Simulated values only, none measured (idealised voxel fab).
Process module, titled voxel self aligned contacts
FYI the section here is cut, 285 nm wide, cells are 5 nm squares.
A cross-section is a grid of square cells, given in bands from the top down. A band is one or more rows of cells. Each band's line starts with the height of the band's top and of its bottom, in nm. Then come its materials from left to right, each with its width in nm. One material with "all across" fills the band from edge to edge. "air" is empty space. Beneath 0, the wafer as received is one material, and that level is where height counting begins. The lowest band goes on downward without a bottom; it is written like "z 0 and below". The width entry "30 to 40" should be interpreted row by row: the top row of cells in the band takes the first number, the bottom row takes the second number, and the change between adjacent rows is uniform throughout. Basically "identical to before" means that step didn't change any cell in the cross-section. "Enclosed internal voids" specifies each empty space that is not open to the top and that occupies no fewer than 8 cells, using the form width x height at distance, the distance measured from the left edge and all three quantities in nm. The remark found on a step's line after its settings is issued by the simulator itself and pertains to that step. For masked steps, "overlay nm" on the step line gives how far right of plan the mask actually lay; a minus sign means it lay to the left.
Set out below are the planned steps of the process
step 1: RECEIVE: material Si
step 2: OXIDIZE: depth nm 5
step 3: DIRECTIONAL_DEP: material polySi, thk nm 30
step 4: DIRECTIONAL_DEP: material SiN, thk nm 20
step 5: MASKED_ETCH: tone cover, mask id GATE, width nm 25, pitch nm 70, etch materials SiN, depth nm 20, overlay nm 0
step 6: MASKED_ETCH: tone cover, mask id GATE, width nm 25, pitch nm 70, etch materials polySi, depth nm 30, overlay nm 0
step 7: CONFORMAL_DEP: material SiN, thk nm 10
step 8: DIRECTIONAL_ETCH: etch materials SiN, depth nm 10
step 9: FILL_DEP: material SiO2, thk nm 20
step 10: CMP: height nm 60
step 11: DIRECTIONAL_DEP: material aC, thk nm 10
step 12: PATTERN: tone open, mask id CONTACT, material resist, width nm 55, pitch nm 70, thk nm 30, overlay nm 0
step 13: DIRECTIONAL_ETCH: etch materials aC, depth nm 10
step 14: STRIP: etch materials resist
step 15: DIRECTIONAL_ETCH: etch materials SiO2, depth nm 65
step 16: STRIP: etch materials aC
step 17: CONFORMAL_DEP: material TiN, thk nm 5
step 18: FILL_DEP: material W, thk nm 10
step 19: CMP: height nm 60
step 20: CONFORMAL_DEP: material SiN, thk nm 5
Wafer, first of two, run as planned
This is the cross-section of the wafer as we received it, i.e. after step 1
> z 0 and below = Si all across
> Enclosed internal voids: none
Cross-section through the wafer, step 2 finished
> z 0 to -5 = SiO2 all across
> Under the height -5 nothing was changed.
Cross-section through the wafer, step 3 finished
> z 30 to 0 = polySi all across
> Under the height 0 nothing was changed.
Cross-section through the wafer, step 4 finished
> z 50 to 30 = SiN all across
> Under the height 30 nothing was changed.
Cross-section through the wafer, step 5 finished
> z 50 to 30 = air 60  SiN 25  air 45  SiN 25  air 45  SiN 25  air 60
> Under the height 30 nothing was changed.
Cross-section through the wafer, step 6 finished
> z 50 to 30 = air 60  SiN 25  air 45  SiN 25  air 45  SiN 25  air 60
> z 30 to 0 = air 60  polySi 25  air 45  polySi 25  air 45  polySi 25  air 60
> Under the height 0 nothing was changed.
Cross-section through the wafer, step 7 finished
> z 60 to 30 = air 50  SiN 45  air 25  SiN 45  air 25  SiN 45  air 50
> z 30 to 10 = air 50  SiN 10  polySi 25  SiN 10  air 25  SiN 10  polySi 25  SiN 10  air 25  SiN 10  polySi 25  SiN 10  air 50
> z 10 to 0 = SiN 60  polySi 25  SiN 45  polySi 25  SiN 45  polySi 25  SiN 60
> Under the height 0 nothing was changed.
Cross-section through the wafer, step 8 finished
> z 50 to 30 = air 50  SiN 45  air 25  SiN 45  air 25  SiN 45  air 50
> z 30 to 0 = air 50  SiN 10  polySi 25  SiN 10  air 25  SiN 10  polySi 25  SiN 10  air 25  SiN 10  polySi 25  SiN 10  air 50
> Under the height 0 nothing was changed.
Cross-section through the wafer, step 9 finished
> z 70 to 50 = SiO2 all across
> z 50 to 30 = SiO2 50  SiN 45  SiO2 25  SiN 45  SiO2 25  SiN 45  SiO2 50
> z 30 to 0 = SiO2 50  SiN 10  polySi 25  SiN 10  SiO2 25  SiN 10  polySi 25  SiN 10  SiO2 25  SiN 10  polySi 25  SiN 10  SiO2 50
> Under the height 0 nothing was changed.
Cross-section through the wafer, step 10 finished
> z 60 to 50 = SiO2 all across
> Under the height 50 nothing was changed.
Cross-section through the wafer, step 11 finished
> z 70 to 60 = aC all across
> Under the height 60 nothing was changed.
Cross-section through the wafer, step 12 finished
> z 100 to 70 = resist 80  air 55  resist 15  air 55  resist 80
> Under the height 70 nothing was changed.
Cross-section through the wafer, step 13 finished
> z 90 to 70 = resist 80  air 55  resist 15  air 55  resist 80
> z 70 to 60 = aC 80  air 55  aC 15  air 55  aC 80
> Under the height 60 nothing was changed.
Cross-section through the wafer, step 14 finished
> z 70 to 60 = aC 80  air 55  aC 15  air 55  aC 80
> Under the height 60 nothing was changed.
Cross-section through the wafer, step 15 finished
> z 70 to 60 = aC 80  air 55  aC 15  air 55  aC 80
> z 60 to 50 = SiO2 80  air 55  SiO2 15  air 55  SiO2 80
> z 50 to 30 = SiO2 50  SiN 45  air 25  SiN 45  air 25  SiN 45  SiO2 50
> z 30 to 0 = SiO2 50  SiN 10  polySi 25  SiN 10  air 25  SiN 10  polySi 25  SiN 10  air 25  SiN 10  polySi 25  SiN 10  SiO2 50
> z 0 to -5 = SiO2 95  air 25  SiO2 45  air 25  SiO2 95
> Under the height -5 nothing was changed.
Cross-section through the wafer, step 16 finished
> z 60 to 50 = SiO2 80  air 55  SiO2 15  air 55  SiO2 80
> Under the height 50 nothing was changed.
Cross-section through the wafer, step 17 finished
> z 65 to 60 = TiN 85  air 45  TiN 25  air 45  TiN 85
> z 60 to 50 = SiO2 80  TiN 5 to 20  air 45 to 15  TiN 5 to 20  SiO2 15  TiN 5 to 20  air 45 to 15  TiN 5 to 20  SiO2 80
> z 50 to 30 = SiO2 50  SiN 45  TiN 5  air 15  TiN 5  SiN 45  TiN 5  air 15  TiN 5  SiN 45  SiO2 50
> z 30 to 0 = SiO2 50  SiN 10  polySi 25  SiN 10  TiN 5  air 15  TiN 5  SiN 10  polySi 25  SiN 10  TiN 5  air 15  TiN 5  SiN 10  polySi 25  SiN 10  SiO2 50
> z 0 to -5 = SiO2 95  TiN 25  SiO2 45  TiN 25  SiO2 95
> Under the height -5 nothing was changed.
Cross-section through the wafer, step 18 finished
> z 75 to 65 = W all across
> z 65 to 60 = TiN 85  W 45  TiN 25  W 45  TiN 85
> z 60 to 50 = SiO2 80  TiN 5 to 20  W 45 to 15  TiN 5 to 20  SiO2 15  TiN 5 to 20  W 45 to 15  TiN 5 to 20  SiO2 80
> z 50 to 30 = SiO2 50  SiN 45  TiN 5  W 15  TiN 5  SiN 45  TiN 5  W 15  TiN 5  SiN 45  SiO2 50
> z 30 to 0 = SiO2 50  SiN 10  polySi 25  SiN 10  TiN 5  W 15  TiN 5  SiN 10  polySi 25  SiN 10  TiN 5  W 15  TiN 5  SiN 10  polySi 25  SiN 10  SiO2 50
> Under the height 0 nothing was changed.
Cross-section through the wafer, step 19 finished
> z 60 to 50 = SiO2 80  TiN 5 to 20  W 45 to 15  TiN 5 to 20  SiO2 15  TiN 5 to 20  W 45 to 15  TiN 5 to 20  SiO2 80
> Under the height 50 nothing was changed.
Cross-section through the wafer, step 20 finished
> z 65 to 60 = SiN all across
> Under the height 60 nothing was changed.
Wafer two: like wafer one in start and plan, but with one mistake in execution; identical up to and including step 11
Cross-section, second wafer, at the end time the plan gives for step 12
> z 100 to 70 = resist 90  air 55  resist 15  air 55  resist 70
> Under the height 70 nothing was changed.
Cross-section, second wafer, at the end time the plan gives for step 13
> z 90 to 70 = resist 90  air 55  resist 15  air 55  resist 70
> z 70 to 60 = aC 90  air 55  aC 15  air 55  aC 70
> Under the height 60 nothing was changed.
Cross-section, second wafer, at the end time the plan gives for step 14
> z 70 to 60 = aC 90  air 55  aC 15  air 55  aC 70
> Under the height 60 nothing was changed.
Cross-section, second wafer, at the end time the plan gives for step 15
> z 70 to 60 = aC 90  air 55  aC 15  air 55  aC 70
> z 60 to 50 = SiO2 90  air 55  SiO2 15  air 55  SiO2 70
> z 50 to 30 = SiO2 50  SiN 45  air 25  SiN 45  air 25  SiN 45  SiO2 50
> z 30 to 0 = SiO2 50  SiN 10  polySi 25  SiN 10  air 25  SiN 10  polySi 25  SiN 10  air 25  SiN 10  polySi 25  SiN 10  SiO2 50
> z 0 to -5 = SiO2 95  air 25  SiO2 45  air 25  SiO2 95
> Under the height -5 nothing was changed.
Cross-section, second wafer, at the end time the plan gives for step 16
> z 60 to 50 = SiO2 90  air 55  SiO2 15  air 55  SiO2 70
> Under the height 50 nothing was changed.
Cross-section, second wafer, at the end time the plan gives for step 17
> z 65 to 60 = TiN 95  air 45  TiN 25  air 45  TiN 75
> z 60 to 50 = SiO2 90  TiN 5 to 10  air 45 to 15  TiN 5 to 30  SiO2 15  TiN 5 to 10  air 45 to 15  TiN 5 to 30  SiO2 70
> z 50 to 30 = SiO2 50  SiN 45  TiN 5  air 15  TiN 5  SiN 45  TiN 5  air 15  TiN 5  SiN 45  SiO2 50
> z 30 to 0 = SiO2 50  SiN 10  polySi 25  SiN 10  TiN 5  air 15  TiN 5  SiN 10  polySi 25  SiN 10  TiN 5  air 15  TiN 5  SiN 10  polySi 25  SiN 10  SiO2 50
> z 0 to -5 = SiO2 95  TiN 25  SiO2 45  TiN 25  SiO2 95
> Under the height -5 nothing was changed.
Cross-section, second wafer, at the end time the plan gives for step 18
> z 75 to 65 = W all across
> z 65 to 60 = TiN 95  W 45  TiN 25  W 45  TiN 75
> z 60 to 50 = SiO2 90  TiN 5 to 10  W 45 to 15  TiN 5 to 30  SiO2 15  TiN 5 to 10  W 45 to 15  TiN 5 to 30  SiO2 70
> z 50 to 30 = SiO2 50  SiN 45  TiN 5  W 15  TiN 5  SiN 45  TiN 5  W 15  TiN 5  SiN 45  SiO2 50
> z 30 to 0 = SiO2 50  SiN 10  polySi 25  SiN 10  TiN 5  W 15  TiN 5  SiN 10  polySi 25  SiN 10  TiN 5  W 15  TiN 5  SiN 10  polySi 25  SiN 10  SiO2 50
> Under the height 0 nothing was changed.
Cross-section, second wafer, at the end time the plan gives for step 19
> z 60 to 50 = SiO2 90  TiN 5 to 10  W 45 to 15  TiN 5 to 30  SiO2 15  TiN 5 to 10  W 45 to 15  TiN 5 to 30  SiO2 70
> Under the height 50 nothing was changed.
Cross-section, second wafer, at the end time the plan gives for step 20
> z 65 to 60 = SiN all across
> Under the height 60 nothing was changed.
Error vs. plan: step 12 was not run as planned; what actually ran was PATTERN: tone open, mask id CONTACT, material resist, width nm 55, pitch nm 70, thk nm 30, overlay nm 10
Final wafers compared: equal cell tally per material, rearranged layout.
